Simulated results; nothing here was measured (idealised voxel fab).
Process module heading - voxel capacitor over wiring
FYI the section here is cut, 300 nm wide, cells are 5 nm squares.
Each cross-section below is a grid of square cells, stated as bands in top-down order, with one or more rows of cells making up each band. This entry defines a band. It first specifies the height of the band's top and the height of its bottom in nm, and then specifies the band's materials from left to right, stating each material with its width in nm. The word "full width" identifies a single material that fills the band from edge to edge, while the word "air" identifies empty space. Where do heights start? At 0: under that level the wafer as delivered is made of one material only. And the lowest band has no floor; it just carries on downward, as in "z 0 and below". Per-row width for "30->40": begins at first number (top row of band), ends at second number (bottom row), increment between rows held constant. Step marked "no modifications"? Then no cell in the cross-section changed in it. Entry "Fully enclosed voids" = empty spaces >= 8 cells with no open way to the top; each as width x height at distance, distance from left edge, all nm. On each step's line, the part that comes after the settings is the simulator's own comment on the step. Regarding "overlay nm": on a step with a mask, it is the distance the mask lay to the right of its planned place; a negative value places it to the left. Pairs ahead. Before: cross-section ahead of one process step. After: cross-section once the step is done, shown to the lowest changed band only. Under each pair: that step, with settings. Caution: pairs may come from different runs of this module on the same starting wafer; a pair follows the pair above only where its "Pre-process cross-section" entry says so.

### Pre-process cross-section
  z 130 to 100 | 100 nm air / 70 nm resist / 130 nm air
  z 100 to 85 | aC full width
  z 85 to 75 | TiN full width
  z 75 to 70 | Al2O3 full width
  z 70 to 65 | TiN full width
  z 65 to 45 | 100 nm lowk / 5 nm TiN / 5 nm W / 5 nm TiN / 185 nm lowk
  z 45 to 40 | 100 nm SiCN / 15 nm TiN / 185 nm SiCN
  z 40 to 35 | 90 nm lowk / 25 nm Ru / 65 nm lowk / 25 nm Ru / 95 nm lowk
  z 35 to 30 | 90 nm lowk / 25 nm TiN / 65 nm lowk / 25 nm TiN / 95 nm lowk
  z 30 to 0 | SiO2 full width
  z 0 and below | Si full width
  Fully enclosed voids: none

### Result of Step
  z 115 to 100 | 100 nm air / 70 nm resist / 130 nm air
  z 100 to 85 | 100 nm air / 70 nm aC / 130 nm air
  All layers under 85 are left as they were.
  Fully enclosed voids: none
For reference, the processing step occurring between the two cross-sections presented above is as follows: DIRECTIONAL_ETCH, etch materials aC, depth nm 15

Pre-process cross-section: the after view from the pair directly above serves as the before view here.

### Result of Step
  z 100 to 85 | 100 nm air / 70 nm aC / 130 nm air
  All layers under 85 are left as they were.
  Fully enclosed voids: none
For reference, the processing step occurring between the two cross-sections presented above is as follows: STRIP, etch materials resist

Pre-process cross-section: the after view from the pair directly above serves as the before view here.

### Result of Step
  z 100 to 85 | 100 nm air / 70 nm aC / 130 nm air
  z 85 to 75 | 100 nm air / 70 nm TiN / 130 nm air
  All layers under 75 are left as they were.
  Fully enclosed voids: none
For reference, the processing step occurring between the two cross-sections presented above is as follows: DIRECTIONAL_ETCH, etch materials TiN, depth nm 10

Pre-process cross-section: the after view from the pair directly above serves as the before view here.

### Result of Step
  z 100 to 85 | 100 nm air / 70 nm aC / 130 nm air
  z 85 to 75 | 100 nm air / 70 nm TiN / 130 nm air
  z 75 to 70 | 100 nm air / 70 nm Al2O3 / 130 nm air
  All layers under 70 are left as they were.
  Fully enclosed voids: none
For reference, the processing step occurring between the two cross-sections presented above is as follows: DIRECTIONAL_ETCH, etch materials Al2O3, depth nm 5

Pre-process cross-section: the after view from the pair directly above serves as the before view here.

### Result of Step
  z 85 to 75 | 100 nm air / 70 nm TiN / 130 nm air
  All layers under 75 are left as they were.
  Fully enclosed voids: none
For reference, the processing step occurring between the two cross-sections presented above is as follows: STRIP, etch materials aC

Pre-process cross-section: the after view from the pair directly above serves as the before view here.

### Result of Step
  z 85 to 75 | 100 nm air / 70 nm TiN / 130 nm air
  z 75 to 70 | 100 nm air / 70 nm Al2O3 / 130 nm air
  z 70 to 65 | 95 nm air / 80 nm TiN / 125 nm air
  All layers under 65 are left as they were.
  Fully enclosed voids: none
For reference, the processing step occurring between the two cross-sections presented above is as follows: MASKED_ETCH, tone cover, mask id LOWER_PLATE, width nm 80, etch materials TiN, depth nm 5, overlay nm 0

Pre-process cross-section: the after view from the pair directly above serves as the before view here.

### Result of Step
  z 105 to 85 | SiO2 full width
  z 85 to 75 | 100 nm SiO2 / 70 nm TiN / 130 nm SiO2
  z 75 to 70 | 100 nm SiO2 / 70 nm Al2O3 / 130 nm SiO2
  z 70 to 65 | 95 nm SiO2 / 80 nm TiN / 125 nm SiO2
  All layers under 65 are left as they were.
  Fully enclosed voids: none
For reference, the processing step occurring between the two cross-sections presented above is as follows: FILL_DEP, material SiO2, thk nm 20

Pre-process cross-section: the after view from the pair directly above serves as the before view here.

### Result of Step
  z 100 to 85 | SiO2 full width
  All layers under 85 are left as they were.
  Fully enclosed voids: none
For reference, the processing step occurring between the two cross-sections presented above is as follows: CMP, height nm 100

Pre-process cross-section: the after view from the pair directly above serves as the before view here.

### Result of Step
  z 120 to 100 | 110 nm resist / 15 nm air / 175 nm resist
  All layers under 100 are left as they were.
  Fully enclosed voids: none
For reference, the processing step occurring between the two cross-sections presented above is as follows: PATTERN, tone open, mask id PLUG_2, material resist, width nm 15, thk nm 20, overlay nm 0

Pre-process cross-section: the after view from the pair directly above serves as the before view here.

### Result of Step
  z 120 to 100 | 110 nm resist / 15 nm air / 175 nm resist
  z 100 to 85 | 110 nm SiO2 / 15 nm air / 175 nm SiO2
  All layers under 85 are left as they were.
  Fully enclosed voids: none
For reference, the processing step occurring between the two cross-sections presented above is as follows: DIRECTIONAL_ETCH, etch materials SiO2, depth nm 15

Pre-process cross-section: the after view from the pair directly above serves as the before view here.

### Result of Step
  z 100 to 85 | 110 nm SiO2 / 15 nm air / 175 nm SiO2
  All layers under 85 are left as they were.
  Fully enclosed voids: none
For reference, the processing step occurring between the two cross-sections presented above is as follows: STRIP, etch materials resist

Pre-process cross-section: the after view from the pair directly above serves as the before view here.

### Result of Step
  z 105 to 100 | 115 nm TiN / 5 nm air / 180 nm TiN
  z 100 to 90 | 110 nm SiO2 / 5 nm TiN / 5 nm air / 5 nm TiN / 175 nm SiO2
  z 90 to 85 | 110 nm SiO2 / 15 nm TiN / 175 nm SiO2
  All layers under 85 are left as they were.
  Fully enclosed voids: none
For reference, the processing step occurring between the two cross-sections presented above is as follows: CONFORMAL_DEP, material TiN, thk nm 5

Pre-process cross-section: the after view from the pair directly above serves as the before view here.

### Result of Step
  z 110 to 105 | Ru full width
  z 105 to 100 | 115 nm TiN / 5 nm Ru / 180 nm TiN
  z 100 to 90 | 110 nm SiO2 / 5 nm TiN / 5 nm Ru / 5 nm TiN / 175 nm SiO2
  All layers under 90 are left as they were.
  Fully enclosed voids: none
For reference, the processing step occurring between the two cross-sections presented above is as follows: FILL_DEP, material Ru, thk nm 5

Pre-process cross-section: the after view from the pair directly above serves as the before view here.

### Result of Step
  z 100 to 90 | 110 nm SiO2 / 5 nm TiN / 5 nm Ru / 5 nm TiN / 175 nm SiO2
  All layers under 90 are left as they were.
  Fully enclosed voids: none
For reference, the processing step occurring between the two cross-sections presented above is as follows: CMP, height nm 100

Pre-process cross-section: the after view from the pair directly above serves as the before view here.

### Result of Step
  z 105 to 100 | SiN full width
  All layers under 100 are left as they were.
  Fully enclosed voids: none
For reference, the processing step occurring between the two cross-sections presented above is as follows: CONFORMAL_DEP, material SiN, thk nm 5

### Pre-process cross-section
  z 0 and below | Si full width
  Fully enclosed voids: none

### Result of Step
  z 5 to 0 | TiN full width
  All layers under 0 are left as they were.
  Fully enclosed voids: none
For reference, the processing step occurring between the two cross-sections presented above is as follows: DIRECTIONAL_DEP, material TiN, thk nm 5

Pre-process cross-section: the after view from the pair directly above serves as the before view here.

### Result of Step
  z 20 to 5 | SiO2 full width
  All layers under 5 are left as they were.
  Fully enclosed voids: none
For reference, the processing step occurring between the two cross-sections presented above is as follows: CONFORMAL_DEP, material SiO2, thk nm 15

Pre-process cross-section: the after view from the pair directly above serves as the before view here.

### Result of Step
  z 40 to 20 | Ru full width
  All layers under 20 are left as they were.
  Fully enclosed voids: none
For reference, the processing step occurring between the two cross-sections presented above is as follows: DIRECTIONAL_DEP, material Ru, thk nm 20

Pre-process cross-section: the after view from the pair directly above serves as the before view here.

### Result of Step
  z 55 to 40 | aC full width
  All layers under 40 are left as they were.
  Fully enclosed voids: none
For reference, the processing step occurring between the two cross-sections presented above is as follows: DIRECTIONAL_DEP, material aC, thk nm 15

Pre-process cross-section: the after view from the pair directly above serves as the before view here.

### Result of Step
  z 90 to 55 | 90 nm air / 25 nm resist / 65 nm air / 25 nm resist / 95 nm air
  All layers under 55 are left as they were.
  Fully enclosed voids: none
For reference, the processing step occurring between the two cross-sections presented above is as follows: PATTERN, tone cover, mask id METAL_1, material resist, width nm 25, pitch nm 90, thk nm 35, overlay nm 0

Pre-process cross-section: the after view from the pair directly above serves as the before view here.

### Result of Step
  z 75 to 55 | 90 nm air / 25 nm resist / 65 nm air / 25 nm resist / 95 nm air
  z 55 to 40 | 90 nm air / 25 nm aC / 65 nm air / 25 nm aC / 95 nm air
  All layers under 40 are left as they were.
  Fully enclosed voids: none
For reference, the processing step occurring between the two cross-sections presented above is as follows: DIRECTIONAL_ETCH, etch materials aC, depth nm 15

Pre-process cross-section: the after view from the pair directly above serves as the before view here.

### Result of Step
  z 55 to 40 | 90 nm air / 25 nm aC / 65 nm air / 25 nm aC / 95 nm air
  All layers under 40 are left as they were.
  Fully enclosed voids: none
For reference, the processing step occurring between the two cross-sections presented above is as follows: STRIP, etch materials resist

Pre-process cross-section: the after view from the pair directly above serves as the before view here.

### Result of Step
  z 55 to 40 | 90 nm air / 25 nm aC / 65 nm air / 25 nm aC / 95 nm air
  z 40 to 20 | 90 nm air / 25 nm Ru / 65 nm air / 25 nm Ru / 95 nm air
  All layers under 20 are left as they were.
  Fully enclosed voids: none
For reference, the processing step occurring between the two cross-sections presented above is as follows: DIRECTIONAL_ETCH, etch materials Ru, depth nm 20

Pre-process cross-section: the after view from the pair directly above serves as the before view here.

### Result of Step
  z 40 to 20 | 90 nm air / 25 nm Ru / 65 nm air / 25 nm Ru / 95 nm air
  All layers under 20 are left as they were.
  Fully enclosed voids: none
For reference, the processing step occurring between the two cross-sections presented above is as follows: STRIP, etch materials aC

Pre-process cross-section: the after view from the pair directly above serves as the before view here.

### Result of Step
  z 50 to 40 | lowk full width
  z 40 to 20 | 90 nm lowk / 25 nm Ru / 65 nm lowk / 25 nm Ru / 95 nm lowk
  All layers under 20 are left as they were.
  Fully enclosed voids: none
For reference, the processing step occurring between the two cross-sections presented above is as follows: FILL_DEP, material lowk, thk nm 10

Pre-process cross-section: the after view from the pair directly above serves as the before view here.

### Result of Step
  z 40 to 20 | 90 nm lowk / 25 nm Ru / 65 nm lowk / 25 nm Ru / 95 nm lowk
  All layers under 20 are left as they were.
  Fully enclosed voids: none
For reference, the processing step occurring between the two cross-sections presented above is as follows: CMP, height nm 40

Pre-process cross-section: the after view from the pair directly above serves as the before view here.

### Result of Step
  z 45 to 40 | SiCN full width
  All layers under 40 are left as they were.
  Fully enclosed voids: none
For reference, the processing step occurring between the two cross-sections presented above is as follows: CONFORMAL_DEP, material SiCN, thk nm 5

Pre-process cross-section: the after view from the pair directly above serves as the before view here.

### Result of Step
  z 65 to 45 | lowk full width
  All layers under 45 are left as they were.
  Fully enclosed voids: none
For reference, the processing step occurring between the two cross-sections presented above is as follows: DIRECTIONAL_DEP, material lowk, thk nm 20

Pre-process cross-section: the after view from the pair directly above serves as the before view here.

### Result of Step
  z 85 to 65 | 100 nm resist / 15 nm air / 185 nm resist
  All layers under 65 are left as they were.
  Fully enclosed voids: none
For reference, the processing step occurring between the two cross-sections presented above is as follows: PATTERN, tone open, mask id PLUG_1, material resist, width nm 15, thk nm 20, overlay nm 0

Pre-process cross-section: the after view from the pair directly above serves as the before view here.

### Result of Step
  z 85 to 65 | 100 nm resist / 15 nm air / 185 nm resist
  z 65 to 45 | 100 nm lowk / 15 nm air / 185 nm lowk
  All layers under 45 are left as they were.
  Fully enclosed voids: none
For reference, the processing step occurring between the two cross-sections presented above is as follows: DIRECTIONAL_ETCH, etch materials lowk, depth nm 20

Pre-process cross-section: the after view from the pair directly above serves as the before view here.

### Result of Step
  z 85 to 65 | 100 nm resist / 15 nm air / 185 nm resist
  z 65 to 45 | 100 nm lowk / 15 nm air / 185 nm lowk
  z 45 to 40 | 100 nm SiCN / 15 nm air / 185 nm SiCN
  All layers under 40 are left as they were.
  Fully enclosed voids: none
For reference, the processing step occurring between the two cross-sections presented above is as follows: DIRECTIONAL_ETCH, etch materials SiCN, depth nm 5

Pre-process cross-section: the after view from the pair directly above serves as the before view here.

### Result of Step
  z 65 to 45 | 100 nm lowk / 15 nm air / 185 nm lowk
  All layers under 45 are left as they were.
  Fully enclosed voids: none
For reference, the processing step occurring between the two cross-sections presented above is as follows: STRIP, etch materials resist

Pre-process cross-section: the after view from the pair directly above serves as the before view here.

### Result of Step
  z 70 to 65 | 105 nm TiN / 5 nm air / 190 nm TiN
  z 65 to 45 | 100 nm lowk / 5 nm TiN / 5 nm air / 5 nm TiN / 185 nm lowk
  z 45 to 40 | 100 nm SiCN / 15 nm TiN / 185 nm SiCN
  All layers under 40 are left as they were.
  Fully enclosed voids: none
For reference, the processing step occurring between the two cross-sections presented above is as follows: CONFORMAL_DEP, material TiN, thk nm 5

Pre-process cross-section: the after view from the pair directly above serves as the before view here.

### Result of Step
  z 80 to 70 | W full width
  z 70 to 65 | 105 nm TiN / 5 nm W / 190 nm TiN
  z 65 to 45 | 100 nm lowk / 5 nm TiN / 5 nm W / 5 nm TiN / 185 nm lowk
  All layers under 45 are left as they were.
  Fully enclosed voids: none
For reference, the processing step occurring between the two cross-sections presented above is as follows: FILL_DEP, material W, thk nm 10

Pre-process cross-section: the after view from the pair directly above serves as the before view here.

### Result of Step
  z 65 to 45 | 100 nm lowk / 5 nm TiN / 5 nm W / 5 nm TiN / 185 nm lowk
  All layers under 45 are left as they were.
  Fully enclosed voids: none
For reference, the processing step occurring between the two cross-sections presented above is as follows: CMP, height nm 65

Pre-process cross-section: the after view from the pair directly above serves as the before view here.

### Result of Step
  z 70 to 65 | TiN full width
  All layers under 65 are left as they were.
  Fully enclosed voids: none
For reference, the processing step occurring between the two cross-sections presented above is as follows: DIRECTIONAL_DEP, material TiN, thk nm 5

Pre-process cross-section: the after view from the pair directly above serves as the before view here.

### Result of Step
  z 75 to 70 | Al2O3 full width
  All layers under 70 are left as they were.
  Fully enclosed voids: none
For reference, the processing step occurring between the two cross-sections presented above is as follows: DIRECTIONAL_DEP, material Al2O3, thk nm 5

Pre-process cross-section: the after view from the pair directly above serves as the before view here.

### Result of Step
  z 85 to 75 | TiN full width
  All layers under 75 are left as they were.
  Fully enclosed voids: none
For reference, the processing step occurring between the two cross-sections presented above is as follows: DIRECTIONAL_DEP, material TiN, thk nm 10

Pre-process cross-section: the after view from the pair directly above serves as the before view here.

### Result of Step
  z 100 to 85 | aC full width
  All layers under 85 are left as they were.
  Fully enclosed voids: none
For reference, the processing step occurring between the two cross-sections presented above is as follows: DIRECTIONAL_DEP, material aC, thk nm 15

Pre-process cross-section: the after view from the pair directly above serves as the before view here.

### Result of Step
  z 130 to 100 | 100 nm air / 70 nm resist / 130 nm air
  All layers under 100 are left as they were.
  Fully enclosed voids: none
For reference, the processing step occurring between the two cross-sections presented above is as follows: PATTERN, tone cover, mask id UPPER_PLATE, material resist, width nm 70, thk nm 30, overlay nm 0

Pre-process cross-section: the after view from the pair directly above serves as the before view here.

### Result of Step
  z 115 to 100 | 100 nm air / 70 nm resist / 130 nm air
  z 100 to 85 | 100 nm air / 70 nm aC / 130 nm air
  All layers under 85 are left as they were.
  Fully enclosed voids: none
For reference, the processing step occurring between the two cross-sections presented above is as follows: DIRECTIONAL_ETCH, etch materials aC, depth nm 15

Pre-process cross-section: the after view from the pair directly above serves as the before view here.

### Result of Step
  z 100 to 85 | 100 nm air / 70 nm aC / 130 nm air
  All layers under 85 are left as they were.
  Fully enclosed voids: none
For reference, the processing step occurring between the two cross-sections presented above is as follows: STRIP, etch materials resist

Pre-process cross-section: the after view from the pair directly above serves as the before view here.

### Result of Step
  z 100 to 85 | 100 nm air / 70 nm aC / 130 nm air
  z 85 to 75 | 100 nm air / 70 nm TiN / 130 nm air
  All layers under 75 are left as they were.
  Fully enclosed voids: none
For reference, the processing step occurring between the two cross-sections presented above is as follows: DIRECTIONAL_ETCH, etch materials TiN, depth nm 10

Pre-process cross-section: the after view from the pair directly above serves as the before view here.

### Result of Step
  z 100 to 85 | 100 nm air / 70 nm aC / 130 nm air
  z 85 to 75 | 100 nm air / 70 nm TiN / 130 nm air
  z 75 to 70 | 100 nm air / 70 nm Al2O3 / 130 nm air
  All layers under 70 are left as they were.
  Fully enclosed voids: none
For reference, the processing step occurring between the two cross-sections presented above is as follows: DIRECTIONAL_ETCH, etch materials Al2O3, depth nm 5

Pre-process cross-section: the after view from the pair directly above serves as the before view here.

### Result of Step
  z 85 to 75 | 100 nm air / 70 nm TiN / 130 nm air
  All layers under 75 are left as they were.
  Fully enclosed voids: none
For reference, the processing step occurring between the two cross-sections presented above is as follows: STRIP, etch materials aC

Pre-process cross-section: the after view from the pair directly above serves as the before view here.

### Result of Step
  z 85 to 75 | 100 nm air / 70 nm TiN / 130 nm air
  z 75 to 70 | 100 nm air / 70 nm Al2O3 / 130 nm air
  z 70 to 65 | 95 nm air / 80 nm TiN / 125 nm air
  All layers under 65 are left as they were.
  Fully enclosed voids: none
For reference, the processing step occurring between the two cross-sections presented above is as follows: MASKED_ETCH, tone cover, mask id LOWER_PLATE, width nm 80, etch materials TiN, depth nm 5, overlay nm 0

Pre-process cross-section: the after view from the pair directly above serves as the before view here.

### Result of Step
  z 105 to 85 | SiO2 full width
  z 85 to 75 | 100 nm SiO2 / 70 nm TiN / 130 nm SiO2
  z 75 to 70 | 100 nm SiO2 / 70 nm Al2O3 / 130 nm SiO2
  z 70 to 65 | 95 nm SiO2 / 80 nm TiN / 125 nm SiO2
  All layers under 65 are left as they were.
  Fully enclosed voids: none
For reference, the processing step occurring between the two cross-sections presented above is as follows: FILL_DEP, material SiO2, thk nm 20

Pre-process cross-section: the after view from the pair directly above serves as the before view here.

### Result of Step
  z 100 to 85 | SiO2 full width
  All layers under 85 are left as they were.
  Fully enclosed voids: none
For reference, the processing step occurring between the two cross-sections presented above is as follows: CMP, height nm 100

Pre-process cross-section: the after view from the pair directly above serves as the before view here.

### Result of Step
  z 120 to 100 | 110 nm resist / 15 nm air / 175 nm resist
  All layers under 100 are left as they were.
  Fully enclosed voids: none
For reference, the processing step occurring between the two cross-sections presented above is as follows: PATTERN, tone open, mask id PLUG_2, material resist, width nm 15, thk nm 20, overlay nm 0

Pre-process cross-section: the after view from the pair directly above serves as the before view here.

### Result of Step
  z 120 to 100 | 110 nm resist / 15 nm air / 175 nm resist
  z 100 to 85 | 110 nm SiO2 / 15 nm air / 175 nm SiO2
  All layers under 85 are left as they were.
  Fully enclosed voids: none
For reference, the processing step occurring between the two cross-sections presented above is as follows: DIRECTIONAL_ETCH, etch materials SiO2, depth nm 15

Pre-process cross-section: the after view from the pair directly above serves as the before view here.

### Result of Step
  z 100 to 85 | 110 nm SiO2 / 15 nm air / 175 nm SiO2
  All layers under 85 are left as they were.
  Fully enclosed voids: none
For reference, the processing step occurring between the two cross-sections presented above is as follows: STRIP, etch materials resist

Pre-process cross-section: the after view from the pair directly above serves as the before view here.

### Result of Step
  z 105 to 100 | 115 nm TiN / 5 nm air / 180 nm TiN
  z 100 to 90 | 110 nm SiO2 / 5 nm TiN / 5 nm air / 5 nm TiN / 175 nm SiO2
  z 90 to 85 | 110 nm SiO2 / 15 nm TiN / 175 nm SiO2
  All layers under 85 are left as they were.
  Fully enclosed voids: none
For reference, the processing step occurring between the two cross-sections presented above is as follows: CONFORMAL_DEP, material TiN, thk nm 5

Pre-process cross-section: the after view from the pair directly above serves as the before view here.

### Result of Step
  z 110 to 105 | Ru full width
  z 105 to 100 | 115 nm TiN / 5 nm Ru / 180 nm TiN
  z 100 to 90 | 110 nm SiO2 / 5 nm TiN / 5 nm Ru / 5 nm TiN / 175 nm SiO2
  All layers under 90 are left as they were.
  Fully enclosed voids: none
For reference, the processing step occurring between the two cross-sections presented above is as follows: FILL_DEP, material Ru, thk nm 5

Pre-process cross-section: the after view from the pair directly above serves as the before view here.

### Result of Step
  z 100 to 90 | 110 nm SiO2 / 5 nm TiN / 5 nm Ru / 5 nm TiN / 175 nm SiO2
  All layers under 90 are left as they were.
  Fully enclosed voids: none
For reference, the processing step occurring between the two cross-sections presented above is as follows: CMP, height nm 100

Pre-process cross-section: the after view from the pair directly above serves as the before view here.

### Result of Step
  z 105 to 100 | SiN full width
  All layers under 100 are left as they were.
  Fully enclosed voids: none
For reference, the processing step occurring between the two cross-sections presented above is as follows: CONFORMAL_DEP, material SiN, thk nm 5

### Pre-process cross-section
  z 0 and below | Si full width
  Fully enclosed voids: none

### Result of Step
  z 25 to 0 | SiO2 full width
  All layers under 0 are left as they were.
  Fully enclosed voids: none
For reference, the processing step occurring between the two cross-sections presented above is as follows: CONFORMAL_DEP, material SiO2, thk nm 25

Pre-process cross-section: the after view from the pair directly above serves as the before view here.

### Result of Step
  z 30 to 25 | TiN full width
  All layers under 25 are left as they were.
  Fully enclosed voids: none
For reference, the processing step occurring between the two cross-sections presented above is as follows: DIRECTIONAL_DEP, material TiN, thk nm 5

Pre-process cross-section: the after view from the pair directly above serves as the before view here.

### Result of Step
  z 50 to 30 | Ru full width
  All layers under 30 are left as they were.
  Fully enclosed voids: none
For reference, the processing step occurring between the two cross-sections presented above is as follows: DIRECTIONAL_DEP, material Ru, thk nm 20

Pre-process cross-section: the after view from the pair directly above serves as the before view here.

### Result of Step
  z 65 to 50 | aC full width
  All layers under 50 are left as they were.
  Fully enclosed voids: none
For reference, the processing step occurring between the two cross-sections presented above is as follows: DIRECTIONAL_DEP, material aC, thk nm 15

Pre-process cross-section: the after view from the pair directly above serves as the before view here.

### Result of Step
  z 100 to 65 | 90 nm air / 25 nm resist / 65 nm air / 25 nm resist / 95 nm air
  All layers under 65 are left as they were.
  Fully enclosed voids: none
For reference, the processing step occurring between the two cross-sections presented above is as follows: PATTERN, tone cover, mask id METAL_1, material resist, width nm 25, pitch nm 90, thk nm 35, overlay nm 0

Pre-process cross-section: the after view from the pair directly above serves as the before view here.

### Result of Step
  z 85 to 65 | 90 nm air / 25 nm resist / 65 nm air / 25 nm resist / 95 nm air
  z 65 to 50 | 90 nm air / 25 nm aC / 65 nm air / 25 nm aC / 95 nm air
  All layers under 50 are left as they were.
  Fully enclosed voids: none
For reference, the processing step occurring between the two cross-sections presented above is as follows: DIRECTIONAL_ETCH, etch materials aC, depth nm 15

Pre-process cross-section: the after view from the pair directly above serves as the before view here.

### Result of Step
  z 65 to 50 | 90 nm air / 25 nm aC / 65 nm air / 25 nm aC / 95 nm air
  All layers under 50 are left as they were.
  Fully enclosed voids: none
For reference, the processing step occurring between the two cross-sections presented above is as follows: STRIP, etch materials resist

Pre-process cross-section: the after view from the pair directly above serves as the before view here.

### Result of Step
  z 65 to 50 | 90 nm air / 25 nm aC / 65 nm air / 25 nm aC / 95 nm air
  z 50 to 30 | 90 nm air / 25 nm Ru / 65 nm air / 25 nm Ru / 95 nm air
  All layers under 30 are left as they were.
  Fully enclosed voids: none
For reference, the processing step occurring between the two cross-sections presented above is as follows: DIRECTIONAL_ETCH, etch materials Ru, depth nm 20

Pre-process cross-section: the after view from the pair directly above serves as the before view here.

### Result of Step
  z 65 to 50 | 90 nm air / 25 nm aC / 65 nm air / 25 nm aC / 95 nm air
  z 50 to 30 | 90 nm air / 25 nm Ru / 65 nm air / 25 nm Ru / 95 nm air
  z 30 to 25 | 90 nm air / 25 nm TiN / 65 nm air / 25 nm TiN / 95 nm air
  All layers under 25 are left as they were.
  Fully enclosed voids: none
For reference, the processing step occurring between the two cross-sections presented above is as follows: DIRECTIONAL_ETCH, etch materials TiN, depth nm 5

Pre-process cross-section: the after view from the pair directly above serves as the before view here.

### Result of Step
  z 50 to 30 | 90 nm air / 25 nm Ru / 65 nm air / 25 nm Ru / 95 nm air
  All layers under 30 are left as they were.
  Fully enclosed voids: none
For reference, the processing step occurring between the two cross-sections presented above is as follows: STRIP, etch materials aC

Pre-process cross-section: the after view from the pair directly above serves as the before view here.

### Result of Step
  z 60 to 50 | lowk full width
  z 50 to 30 | 90 nm lowk / 25 nm Ru / 65 nm lowk / 25 nm Ru / 95 nm lowk
  z 30 to 25 | 90 nm lowk / 25 nm TiN / 65 nm lowk / 25 nm TiN / 95 nm lowk
  All layers under 25 are left as they were.
  Fully enclosed voids: none
For reference, the processing step occurring between the two cross-sections presented above is as follows: FILL_DEP, material lowk, thk nm 10

Pre-process cross-section: the after view from the pair directly above serves as the before view here.

### Result of Step
  z 40 to 30 | 90 nm lowk / 25 nm Ru / 65 nm lowk / 25 nm Ru / 95 nm lowk
  All layers under 30 are left as they were.
  Fully enclosed voids: none
For reference, the processing step occurring between the two cross-sections presented above is as follows: CMP, height nm 40

Pre-process cross-section: the after view from the pair directly above serves as the before view here.

### Result of Step
  z 45 to 40 | SiCN full width
  All layers under 40 are left as they were.
  Fully enclosed voids: none
For reference, the processing step occurring between the two cross-sections presented above is as follows: CONFORMAL_DEP, material SiCN, thk nm 5

Pre-process cross-section: the after view from the pair directly above serves as the before view here.

### Result of Step
  z 65 to 45 | lowk full width
  All layers under 45 are left as they were.
  Fully enclosed voids: none
For reference, the processing step occurring between the two cross-sections presented above is as follows: DIRECTIONAL_DEP, material lowk, thk nm 20

Pre-process cross-section: the after view from the pair directly above serves as the before view here.

### Result of Step
  z 85 to 65 | 100 nm resist / 15 nm air / 185 nm resist
  All layers under 65 are left as they were.
  Fully enclosed voids: none
For reference, the processing step occurring between the two cross-sections presented above is as follows: PATTERN, tone open, mask id PLUG_1, material resist, width nm 15, thk nm 20, overlay nm 0

Pre-process cross-section: the after view from the pair directly above serves as the before view here.

### Result of Step
  z 85 to 65 | 100 nm resist / 15 nm air / 185 nm resist
  z 65 to 45 | 100 nm lowk / 15 nm air / 185 nm lowk
  All layers under 45 are left as they were.
  Fully enclosed voids: none
For reference, the processing step occurring between the two cross-sections presented above is as follows: DIRECTIONAL_ETCH, etch materials lowk, depth nm 20

Pre-process cross-section: the after view from the pair directly above serves as the before view here.

### Result of Step
  z 85 to 65 | 100 nm resist / 15 nm air / 185 nm resist
  z 65 to 45 | 100 nm lowk / 15 nm air / 185 nm lowk
  z 45 to 40 | 100 nm SiCN / 15 nm air / 185 nm SiCN
  All layers under 40 are left as they were.
  Fully enclosed voids: none
For reference, the processing step occurring between the two cross-sections presented above is as follows: DIRECTIONAL_ETCH, etch materials SiCN, depth nm 5

Pre-process cross-section: the after view from the pair directly above serves as the before view here.

### Result of Step
  z 65 to 45 | 100 nm lowk / 15 nm air / 185 nm lowk
  All layers under 45 are left as they were.
  Fully enclosed voids: none
For reference, the processing step occurring between the two cross-sections presented above is as follows: STRIP, etch materials resist

Pre-process cross-section: the after view from the pair directly above serves as the before view here.

### Result of Step
  z 70 to 65 | 105 nm TiN / 5 nm air / 190 nm TiN
  z 65 to 45 | 100 nm lowk / 5 nm TiN / 5 nm air / 5 nm TiN / 185 nm lowk
  z 45 to 40 | 100 nm SiCN / 15 nm TiN / 185 nm SiCN
  All layers under 40 are left as they were.
  Fully enclosed voids: none
For reference, the processing step occurring between the two cross-sections presented above is as follows: CONFORMAL_DEP, material TiN, thk nm 5

Pre-process cross-section: the after view from the pair directly above serves as the before view here.

### Result of Step
  z 80 to 70 | W full width
  z 70 to 65 | 105 nm TiN / 5 nm W / 190 nm TiN
  z 65 to 45 | 100 nm lowk / 5 nm TiN / 5 nm W / 5 nm TiN / 185 nm lowk
  All layers under 45 are left as they were.
  Fully enclosed voids: none
For reference, the processing step occurring between the two cross-sections presented above is as follows: FILL_DEP, material W, thk nm 10

Pre-process cross-section: the after view from the pair directly above serves as the before view here.

### Result of Step
  z 65 to 45 | 100 nm lowk / 5 nm TiN / 5 nm W / 5 nm TiN / 185 nm lowk
  All layers under 45 are left as they were.
  Fully enclosed voids: none
For reference, the processing step occurring between the two cross-sections presented above is as follows: CMP, height nm 65

Pre-process cross-section: the after view from the pair directly above serves as the before view here.

### Result of Step
  z 70 to 65 | TiN full width
  All layers under 65 are left as they were.
  Fully enclosed voids: none
For reference, the processing step occurring between the two cross-sections presented above is as follows: DIRECTIONAL_DEP, material TiN, thk nm 5

Pre-process cross-section: the after view from the pair directly above serves as the before view here.

### Result of Step
  z 75 to 70 | Al2O3 full width
  All layers under 70 are left as they were.
  Fully enclosed voids: none
For reference, the processing step occurring between the two cross-sections presented above is as follows: DIRECTIONAL_DEP, material Al2O3, thk nm 5

Pre-process cross-section: the after view from the pair directly above serves as the before view here.

### Result of Step
  z 85 to 75 | TiN full width
  All layers under 75 are left as they were.
  Fully enclosed voids: none
For reference, the processing step occurring between the two cross-sections presented above is as follows: DIRECTIONAL_DEP, material TiN, thk nm 10

Pre-process cross-section: the after view from the pair directly above serves as the before view here.

### Result of Step
  z 100 to 85 | aC full width
  All layers under 85 are left as they were.
  Fully enclosed voids: none
For reference, the processing step occurring between the two cross-sections presented above is as follows: DIRECTIONAL_DEP, material aC, thk nm 15

Pre-process cross-section: the after view from the pair directly above serves as the before view here.

### Result of Step
  z 130 to 100 | 100 nm air / 70 nm resist / 130 nm air
  All layers under 100 are left as they were.
  Fully enclosed voids: none
For reference, the processing step occurring between the two cross-sections presented above is as follows: PATTERN, tone cover, mask id UPPER_PLATE, material resist, width nm 70, thk nm 30, overlay nm 0

Pre-process cross-section: the after view from the pair directly above serves as the before view here.

### Result of Step
  z 115 to 100 | 100 nm air / 70 nm resist / 130 nm air
  z 100 to 85 | 100 nm air / 70 nm aC / 130 nm air
  All layers under 85 are left as they were.
  Fully enclosed voids: none
For reference, the processing step occurring between the two cross-sections presented above is as follows: DIRECTIONAL_ETCH, etch materials aC, depth nm 15
